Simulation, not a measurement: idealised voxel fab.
The name of this process module is voxel transistor to metal.
This is section cut - it's 145 nm across, gridded in 5 nm square cells.
In this document a cross-section is written as a grid of square cells. It is given as a series of bands, listed from the top down, and a band is one or more rows of cells.
First you get the band's top height and its bottom height, in nm, and then the materials it's made of, left to right, with each width in nm. If you see a single material with "edge to edge", that one covers the band edge to edge. "blank" is empty space.
Heights from 0 (as-received wafer is one material below). Bottom band endless downward, as "z 0 and below".
When a width is written as two numbers, as in "30->40", the first number is the width in the top row of cells of the band and the second is the width in its bottom row, and the width changes by the same amount from each row to the next.
"remained the same" -> step changed no cross-section cell.
The list in "Closed cavities" covers empty spaces of 8 cells or more that cannot reach the top through any open way, and it gives each as width x height at distance; the distance is from the left edge, and width, height and distance are in nm.
Past the settings on a step's line: simulator remark, on that step.
The "overlay nm" setting may appear on a step's line; for a step that uses a mask, it gives how far to the right of its planned position the mask lay, and a negative value indicates the left.

The process steps that were planned are listed below:
1 RECEIVE | material Si
2 CONFORMAL_DEP | material SiO2 | thk nm 5
3 CONFORMAL_DEP | material SiN | thk nm 10
4 MASKED_ETCH | tone cover | mask id ACTIVE | width nm 95 | etch materials SiN | depth nm 10 | overlay nm 0
5 MASKED_ETCH | tone cover | mask id ACTIVE | width nm 95 | etch materials SiO2 | depth nm 5 | overlay nm 0
6 MASKED_ETCH | tone cover | mask id ACTIVE | width nm 95 | etch materials Si | depth nm 35 | overlay nm 0
7 OXIDIZE | depth nm 5
8 FILL_DEP | material SiO2 | thk nm 15
9 CMP | height nm 15
10 SELECTIVE_ETCH | etch materials SiO2 | depth nm 10
11 STRIP | etch materials SiN
12 SELECTIVE_ETCH | etch materials SiO2 | depth nm 5
13 OXIDIZE | depth nm 5
14 DIRECTIONAL_DEP | material polySi | thk nm 30
15 DIRECTIONAL_DEP | material SiCN | thk nm 10
16 MASKED_ETCH | tone cover | mask id GATE | width nm 25 | etch materials SiCN | depth nm 20 | overlay nm 0
17 MASKED_ETCH | tone cover | mask id GATE | width nm 25 | etch materials polySi | depth nm 40 | overlay nm 0
18 CONFORMAL_DEP | material SiN | thk nm 5
19 DIRECTIONAL_ETCH | etch materials SiN | depth nm 5
20 DIRECTIONAL_ETCH | etch materials SiO2 | depth nm 5
21 EPI | material SiGe | thk nm 5
22 FILL_DEP | material SiO2 | thk nm 5
23 CMP | height nm 40
24 DIRECTIONAL_DEP | material SiO2 | thk nm 10
25 PATTERN | tone open | mask id CONTACT | material resist | width nm 15 | pitch nm 70 | thk nm 20 | overlay nm 0
26 DIRECTIONAL_ETCH | etch materials SiO2 | depth nm 50
27 STRIP | etch materials resist
28 CONFORMAL_DEP | material TiN | thk nm 5
29 FILL_DEP | material W | thk nm 10
30 CMP | height nm 50
31 CONFORMAL_DEP | material SiCN | thk nm 5
32 DIRECTIONAL_DEP | material lowk | thk nm 25
33 DIRECTIONAL_DEP | material aC | thk nm 15
34 PATTERN | tone open | mask id METAL_1 | material resist | width nm 15 | pitch nm 70 | thk nm 30 | overlay nm 0
35 DIRECTIONAL_ETCH | etch materials aC | depth nm 15
36 STRIP | etch materials resist
37 DIRECTIONAL_ETCH | etch materials lowk | depth nm 25
38 DIRECTIONAL_ETCH | etch materials SiCN | depth nm 5
39 STRIP | etch materials aC
40 CONFORMAL_DEP | material TiN | thk nm 5
41 FILL_DEP | material Ru | thk nm 10
42 CMP | height nm 80
43 CONFORMAL_DEP | material SiCN | thk nm 5
44 DIRECTIONAL_DEP | material lowk | thk nm 35
45 PATTERN | tone open | mask id METAL_2 | material resist | width nm 15 | pitch nm 70 | thk nm 15 | overlay nm 0
46 DIRECTIONAL_ETCH | etch materials lowk | depth nm 20
47 STRIP | etch materials resist
48 MASKED_ETCH | tone open | mask id METAL_2_HOLES | width nm 15 | pitch nm 70 | etch materials lowk | depth nm 15 | overlay nm 0
49 MASKED_ETCH | tone open | mask id METAL_2_HOLES | width nm 15 | pitch nm 70 | etch materials SiCN | depth nm 5 | overlay nm 0
50 CONFORMAL_DEP | material TiN | thk nm 5
51 FILL_DEP | material Ru | thk nm 10
52 CMP | height nm 120
53 CONFORMAL_DEP | material SiN | thk nm 5

As received (post step 1): cross-section:
  z 0 and below  Si edge to edge
  Closed cavities: none

One mistake in running the module, otherwise start and plan as above: cross-section at the end:
  z 125 to 120  SiN edge to edge
  z 120 to 85  lowk 30 nm; TiN 5 nm; Ru 5 nm; TiN 5 nm; lowk 55 nm; TiN 5 nm; Ru 5 nm; TiN 5 nm; lowk 30 nm
  z 85 to 80  SiCN 30 nm; TiN 15 nm; SiCN 55 nm; TiN 15 nm; SiCN 30 nm
  z 80 to 55  lowk 30 nm; TiN 5 nm; Ru 5 nm; TiN 5 nm; lowk 55 nm; TiN 5 nm; Ru 5 nm; TiN 5 nm; lowk 30 nm
  z 55 to 50  SiCN 30 nm; TiN 15 nm; SiCN 55 nm; TiN 15 nm; SiCN 30 nm
  z 50 to 45  W 25 nm; TiN 5 nm; SiO2 15 nm; TiN 5 nm; W 45 nm; TiN 5 nm; SiO2 15 nm; TiN 5 nm; W 25 nm
  z 45 to 40  W 25 nm; TiN 5 nm; SiO2 15 nm; TiN 55 nm; SiO2 15 nm; TiN 5 nm; W 25 nm
  z 40 to 30  W 25 nm; TiN 5 nm; SiO2 15 nm; TiN 10 nm; SiN 5 nm; SiCN 25 nm; SiN 5 nm; TiN 10 nm; SiO2 15 nm; TiN 5 nm; W 25 nm
  z 30 to 5  W 25 nm; TiN 5 nm; SiO2 15 nm; TiN 10 nm; SiN 5 nm; polySi 25 nm; SiN 5 nm; TiN 10 nm; SiO2 15 nm; TiN 5 nm; W 25 nm
  z 5 to 0  TiN 30 nm; SiO2 15 nm; TiN 10 nm; SiN 5 nm; polySi 25 nm; SiN 5 nm; TiN 10 nm; SiO2 15 nm; TiN 30 nm
  z 0 to -5  SiO2 25 nm; SiGe 30 nm; SiO2 35 nm; SiGe 30 nm; SiO2 25 nm
  z -5 to -40  SiO2 30 nm; Si 85 nm; SiO2 30 nm
  z -40 and below  Si edge to edge
  Closed cavities: none
What was done differently from what was planned? step 25 ran differently from the plan; actual operation with settings: PATTERN | tone cover | mask id CONTACT | material resist | width nm 15 | pitch nm 70 | thk nm 20 | overlay nm 0
